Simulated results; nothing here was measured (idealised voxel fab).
The process module that follows is named voxel air gaps.
We display cut, a cross-section 170 nm in width whose square cells are each 5 nm.
Cross-section layout: square cells on a grid; listed as bands, top to bottom; a band spans one or more cell rows.
Band entry format. Leading values: height of top, height of bottom, nm. Remainder: materials in left-to-right order, each with its width in nm. Special words: "throughout" on a single material, which then fills the band edge to edge; "empty", empty space.
Heights are expressed relative to 0, this being the level below which the as-received wafer comprises one material exclusively. The lowest band is unbounded in the downward direction and is denoted as in "0 -> down".
Read "30 to 40" as a graded width: first number on top, second number at the bottom, same change between each pair of neighbouring rows.
It should be understood that the words "changes: none", when stated for a given step, signify that the cross-section underwent no change in any of its cells during that step.
In "Closed cavity list" the enclosed voids are listed, meaning empty spaces of 8 cells or larger without any opening to the top. The form is width x height at distance, distance from the left edge, units nm.
Where a step's line continues beyond its settings, the continuation is a remark by the simulator itself on that step.
overlay nm: step with mask; distance mask lay right of planned place; negative value = left of planned place.

# Steps in the process plan
- 1: RECEIVE | material Si
- 2: CONFORMAL_DEP | material SiO2 | thk nm 15
- 3: CONFORMAL_DEP | material SiCN | thk nm 5
- 4: DIRECTIONAL_DEP | material SiO2 | thk nm 30
- 5: PATTERN | tone open | mask id LINES | material resist | width nm 25 | pitch nm 50 | thk nm 15 | overlay nm 0
- 6: DIRECTIONAL_ETCH | etch materials SiO2 | depth nm 40
- 7: STRIP | etch materials resist
- 8: CONFORMAL_DEP | material TiN | thk nm 5
- 9: FILL_DEP | material Cu | thk nm 5
- 10: CMP | height nm 60
- 11: EPI | material Ru | thk nm 10
- 12: SELECTIVE_ETCH | etch materials SiO2 | depth nm 50
- 13: CONFORMAL_DEP | material SiCN | thk nm 5
The value of thk nm given for step 4 in the plan refers to the first wafer; the wafers vary in this setting and are alike at the start.

# Here's the first of the wafers in cross-section, just as we got it, i.e. after step 1
* 0 -> down = Si throughout
* Closed cavity list: none

# First of several wafers, sectioned at end of module (last step: step 13)
* 75 -> 70 = SiCN throughout
* 70 -> 60 = Ru throughout
* 60 -> 55 = Cu throughout
* 55 -> 50 = TiN=25 | Cu=15 | TiN=35 | Cu=15 | TiN=35 | Cu=15 | TiN=30
* 50 -> 25 = SiO2=20 | TiN=5 | Cu=15 | TiN=5 | SiO2=25 | TiN=5 | Cu=15 | TiN=5 | SiO2=25 | TiN=5 | Cu=15 | TiN=5 | SiO2=25
* 25 -> 20 = SiO2=20 | TiN=25 | SiO2=25 | TiN=25 | SiO2=25 | TiN=25 | SiO2=25
* 20 -> 15 = SiCN throughout
* 15 -> 0 = SiO2 throughout
* 0 -> down = Si throughout
* Closed cavity list: none

# Last wafer, end of module, cross-section
* 75 -> 70 = empty=5 | SiCN=155 | empty=10
* 70 -> 60 = empty=5 | SiCN=5 | Ru=45 | SiCN=5 | Ru=45 | SiCN=5 | Ru=45 | SiCN=5 | empty=10
* 60 -> 55 = empty=5 | SiCN=15 | TiN=5 | Cu=15 | TiN=5 | SiCN=25 | TiN=5 | Cu=15 | TiN=5 | SiCN=25 | TiN=5 | Cu=15 | TiN=5 | SiCN=15 | empty=10
* 55 -> 25 = empty=15 | SiCN=5 | TiN=5 | Cu=15 | TiN=5 | SiCN=5 | empty=15 | SiCN=5 | TiN=5 | Cu=15 | TiN=5 | SiCN=5 | empty=15 | SiCN=5 | TiN=5 | Cu=15 | TiN=5 | SiCN=5 | empty=20
* 25 -> 20 = SiCN=20 | TiN=25 | SiCN=25 | TiN=25 | SiCN=25 | TiN=25 | SiCN=25
* 20 -> 15 = SiCN throughout
* 15 -> 0 = SiO2 throughout
* 0 -> down = Si throughout
* Closed cavity list: 15 x 30 at 50; 15 x 30 at 100

# Each row below is a wafer at the end of the module, listing for every material the number of cells it has gained (+) or lost (-) since it was received, followed by its closed voids
thk nm 30, +88 Cu, +68 Ru, +68 SiCN, +216 SiO2, +70 TiN, Closed cavity list: none
thk nm 35, +63 Cu, +68 Ru, +68 SiCN, +235 SiO2, +76 TiN, Closed cavity list: none
thk nm 40, +63 Cu, +54 Ru, +144 SiCN, +102 SiO2, +57 TiN, Closed cavity list: 15 x 30 at 50; 15 x 30 at 100
